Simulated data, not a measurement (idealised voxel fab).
process module | voxel double patterning
cross-section cut | 235 nm wide | cells 5 nm
A cross-section is a grid of square cells, given in bands from the top down. A band is one or more rows of cells.
Each band's line starts with the height of the band's top and of its bottom, in nm. Then come its materials from left to right, each with its width in nm. One material with "throughout" fills the band from edge to edge. "air" is empty space.
Height 0 is the level under which the wafer as received is all one material. The lowest band goes on downwards, as in "0 down".
A width such as "30 to 40" changes by the same amount from each row of cells to the next, from the band's top row to its bottom row.
"no change" after a step means that no cell of the cross-section changed.
closed voids: empty space of 8 cells or more with no open way to the top, each as width x height at its distance from the left edge, in nm
after a step's settings: what the simulator itself notes on the step
overlay nm, on a step with a mask: how far to the right of its planned place the mask lay; to the left if negative
plan
1 op RECEIVE | material Si
2 op CONFORMAL_DEP | material SiO2 | thk nm 10
3 op DIRECTIONAL_DEP | material W | thk nm 15
4 op DIRECTIONAL_DEP | material SiN | thk nm 10
5 op MASKED_ETCH | tone open | mask id FIRST | width nm 15 | pitch nm 50 | etch materials SiN | depth nm 10 | overlay nm 0
6 op DIRECTIONAL_DEP | material aC | thk nm 15
7 op PATTERN | tone open | mask id SECOND | material resist | width nm 15 | pitch nm 50 | thk nm 35 | overlay nm 0
8 op DIRECTIONAL_ETCH | etch materials aC | depth nm 15
9 op STRIP | etch materials resist
10 op DIRECTIONAL_ETCH | etch materials SiN | depth nm 10
11 op STRIP | etch materials aC
12 op DIRECTIONAL_ETCH | etch materials W | depth nm 15
13 op STRIP | etch materials SiN
varied across the wafers: width nm of step 5. The plan shows the first wafer's value. All wafers start alike
first wafer as received, after step 1
  0 down: Si throughout
  closed voids: none
each wafer at the end: cells of each material gained (+) or lost (-) since it was received, then its closed voids
width nm 15 | +94 SiO2 | +96 W | closed voids: none
width nm 20 | +94 SiO2 | +87 W | closed voids: none
width nm 25 | +94 SiO2 | +78 W | closed voids: none
width nm 30 | +94 SiO2 | +69 W | closed voids: none
